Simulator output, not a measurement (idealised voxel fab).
Presented below is a process module, voxel plated lines.
Square cell edge 5 nm, section width 290 nm, ID cut.
Cross-section spec: square-cell grid; bands listed top down; each band is one or more rows. Look at the band entry: it leads with the top's height and the bottom's height in nm. Then it lists the materials left to right, with a width in nm for each. The word "edge to edge" on a single material says that material fills the band edge to edge. The word "air" is empty space. Heights from 0 (as-received wafer is one material below). Bottom band endless downward, as "0 nm and below". The width entry "30..40" should be interpreted row by row: the top row of cells in the band takes the first number, the bottom row takes the second number, and the change between adjacent rows is uniform throughout. Step note "nothing was modified" = no cross-section cell changed. "Closed void table" specifies each empty space that is not open to the top and that occupies no fewer than 8 cells, using the form width x height at distance, the distance measured from the left edge and all three quantities in nm. Formally, on a step line, whatever follows the settings is a remark that the simulator itself makes on the step. Each step line may optionally specify "overlay nm", which for a step with a mask gives the rightward distance between the mask's planned place and where it lay, a negative value indicating the leftward direction.
Here's what the planned process steps look like:
1. RECEIVE [material Si]
2. CONFORMAL_DEP [material Al2O3] [thk nm 10]
3. DIRECTIONAL_DEP [material TiN] [thk nm 5]
4. PATTERN [tone open] [mask id LINES] [material resist] [width nm 30] [pitch nm 60] [thk nm 40] [overlay nm 0]
5. EPI [material Ru] [thk nm 5]
6. EPI [material Ru] [thk nm 5]
7. EPI [material Ru] [thk nm 5]
8. STRIP [etch materials resist]
9. DIRECTIONAL_ETCH [etch materials TiN] [depth nm 5]
10. CONFORMAL_DEP [material SiO2] [thk nm 5]
First of two wafers - as planned:
Here's what the wafer looked like in cross-section when it arrived - that's after step 1:
> 0 nm and below | Si edge to edge
> Closed void table: none
Take a look at the wafer's cross-section after step 2:
> 10 nm to 0 nm | Al2O3 edge to edge
> Nothing below the height 0 has changed.
Take a look at the wafer's cross-section after step 3:
> 15 nm to 10 nm | TiN edge to edge
> Nothing below the height 10 has changed.
Take a look at the wafer's cross-section after step 4:
> 55 nm to 15 nm | resist (100)  air (30)  resist (30)  air (30)  resist (100)
> Nothing below the height 15 has changed.
Take a look at the wafer's cross-section after step 5:
> 55 nm to 20 nm | resist (100)  air (30)  resist (30)  air (30)  resist (100)
> 20 nm to 15 nm | resist (100)  Ru (30)  resist (30)  Ru (30)  resist (100)
> Nothing below the height 15 has changed.
Take a look at the wafer's cross-section after step 6:
> 55 nm to 25 nm | resist (100)  air (30)  resist (30)  air (30)  resist (100)
> 25 nm to 15 nm | resist (100)  Ru (30)  resist (30)  Ru (30)  resist (100)
> Nothing below the height 15 has changed.
Take a look at the wafer's cross-section after step 7:
> 55 nm to 30 nm | resist (100)  air (30)  resist (30)  air (30)  resist (100)
> 30 nm to 15 nm | resist (100)  Ru (30)  resist (30)  Ru (30)  resist (100)
> Nothing below the height 15 has changed.
Take a look at the wafer's cross-section after step 8:
> 30 nm to 15 nm | air (100)  Ru (30)  air (30)  Ru (30)  air (100)
> Nothing below the height 15 has changed.
Take a look at the wafer's cross-section after step 9:
> 30 nm to 15 nm | air (100)  Ru (30)  air (30)  Ru (30)  air (100)
> 15 nm to 10 nm | air (100)  TiN (30)  air (30)  TiN (30)  air (100)
> Nothing below the height 10 has changed.
Take a look at the wafer's cross-section after step 10:
> 35 nm to 30 nm | air (95)  SiO2 (40)  air (20)  SiO2 (40)  air (95)
> 30 nm to 15 nm | air (95)  SiO2 (5)  Ru (30)  SiO2 (5)  air (20)  SiO2 (5)  Ru (30)  SiO2 (5)  air (95)
> 15 nm to 10 nm | SiO2 (100)  TiN (30)  SiO2 (30)  TiN (30)  SiO2 (100)
> Nothing below the height 10 has changed.
Regarding the second of the two wafers: it shared the first wafer's starting condition and process plan, yet one error occurred during its execution. Its history coincides with that of the first wafer up to and including step 4:
What the second wafer looks like in cross-section when step 7 should have wrapped up:
> 55 nm to 25 nm | resist (100)  air (30)  resist (30)  air (30)  resist (100)
> 25 nm to 15 nm | resist (100)  Ru (30)  resist (30)  Ru (30)  resist (100)
> Nothing below the height 15 has changed.
What the second wafer looks like in cross-section when step 8 should have wrapped up:
> 25 nm to 15 nm | air (100)  Ru (30)  air (30)  Ru (30)  air (100)
> Nothing below the height 15 has changed.
What the second wafer looks like in cross-section when step 9 should have wrapped up:
> 25 nm to 15 nm | air (100)  Ru (30)  air (30)  Ru (30)  air (100)
> 15 nm to 10 nm | air (100)  TiN (30)  air (30)  TiN (30)  air (100)
> Nothing below the height 10 has changed.
What the second wafer looks like in cross-section when step 10 should have wrapped up:
> 30 nm to 25 nm | air (95)  SiO2 (40)  air (20)  SiO2 (40)  air (95)
> 25 nm to 15 nm | air (95)  SiO2 (5)  Ru (30)  SiO2 (5)  air (20)  SiO2 (5)  Ru (30)  SiO2 (5)  air (95)
> 15 nm to 10 nm | SiO2 (100)  TiN (30)  SiO2 (30)  TiN (30)  SiO2 (100)
> Nothing below the height 10 has changed.
Heads up, the wafer didn't run the way we planned it: with steps 5, 6 and 7 being identical, the one that was left out cannot be pinpointed
Once processing is complete, comparing cell counts shows that the second wafer has more or fewer of certain materials than the first: 12 fewer of Ru; 4 fewer of SiO2
